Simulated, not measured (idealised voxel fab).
Process module under the name voxel trench capacitor
245 nm wide, 5 nm square cells: that's cross-section cut.
This document writes a cross-section as a grid whose cells are square, and gives it as bands, listed from the top down; one or more rows of cells form a band.
In this notation a band is specified by the heights of its top and bottom, in that order and in nm, after which its materials appear from left to right, each paired with its width in nm. The word "everywhere" attached to a single material means that material fills the band from edge to edge; the word "air" stands for empty space.
Measure heights from 0. That's the level where, below it, the as-received wafer is all one material. The lowest band is bottomless and extends downward; write it as in "0 and below".
The width entry "30 to 40" should be interpreted row by row: the top row of cells in the band takes the first number, the bottom row takes the second number, and the change between adjacent rows is uniform throughout.
It should be understood that the words "all unchanged", when stated for a given step, signify that the cross-section underwent no change in any of its cells during that step.
Listed in "Internal closed voids": every empty space of 8 or more cells without an open way to the top. Form: width x height at distance, the distance being from the left edge, all in nm.
It should be noted that, on the line of a given step, the content following the step's settings is a remark produced by the simulator itself with respect to that step.
overlay nm, on a step with a mask: how far to the right of its planned place the mask lay; to the left if negative

Set out below are the planned steps of the process
1,RECEIVE,material Si
2,CONFORMAL_DEP,material SiN,thk nm 10
3,DIRECTIONAL_DEP,material aC,thk nm 15
4,PATTERN,tone open,mask id TRENCH,material resist,width nm 20,pitch nm 40,thk nm 35,overlay nm 0
5,DIRECTIONAL_ETCH,etch materials aC,depth nm 15
6,STRIP,etch materials resist
7,DIRECTIONAL_ETCH,etch materials SiN,depth nm 10
8,DIRECTIONAL_ETCH,etch materials Si,depth nm 30
9,STRIP,etch materials aC
10,CONFORMAL_DEP,material Al2O3,thk nm 5
11,FILL_DEP,material polySi,thk nm 10
12,CMP,height nm 10

So this is the incoming wafer in cross-section - it's already been through step 1
  0 and below = Si everywhere
  Internal closed voids: none

End-of-module XS, first of two wafers, run as planned
  10 down to 0 = SiN (90)  Al2O3 (5)  polySi (10)  Al2O3 (5)  SiN (20)  Al2O3 (5)  polySi (10)  Al2O3 (5)  SiN (95)
  0 down to -25 = Si (90)  Al2O3 (5)  polySi (10)  Al2O3 (5)  Si (20)  Al2O3 (5)  polySi (10)  Al2O3 (5)  Si (95)
  -25 down to -30 = Si (90)  Al2O3 (20)  Si (20)  Al2O3 (20)  Si (95)
  -30 and below = Si everywhere
  Internal closed voids: none

Wafer two, end of module, cross-section. Same start, same plan as wafer one. One mistake in the run
  25 down to 15 = polySi everywhere
  15 down to 10 = Al2O3 (95)  polySi (10)  Al2O3 (30)  polySi (10)  Al2O3 (100)
  10 down to 0 = SiN (90)  Al2O3 (5)  polySi (10)  Al2O3 (5)  SiN (20)  Al2O3 (5)  polySi (10)  Al2O3 (5)  SiN (95)
  0 down to -25 = Si (90)  Al2O3 (5)  polySi (10)  Al2O3 (5)  Si (20)  Al2O3 (5)  polySi (10)  Al2O3 (5)  Si (95)
  -25 down to -30 = Si (90)  Al2O3 (20)  Si (20)  Al2O3 (20)  Si (95)
  -30 and below = Si everywhere
  Internal closed voids: none
Short version of what went wrong: step 12 was left out
FYI, end of process, the second wafer has more or fewer cells of some materials than the first: Al2O3 +45; polySi +102
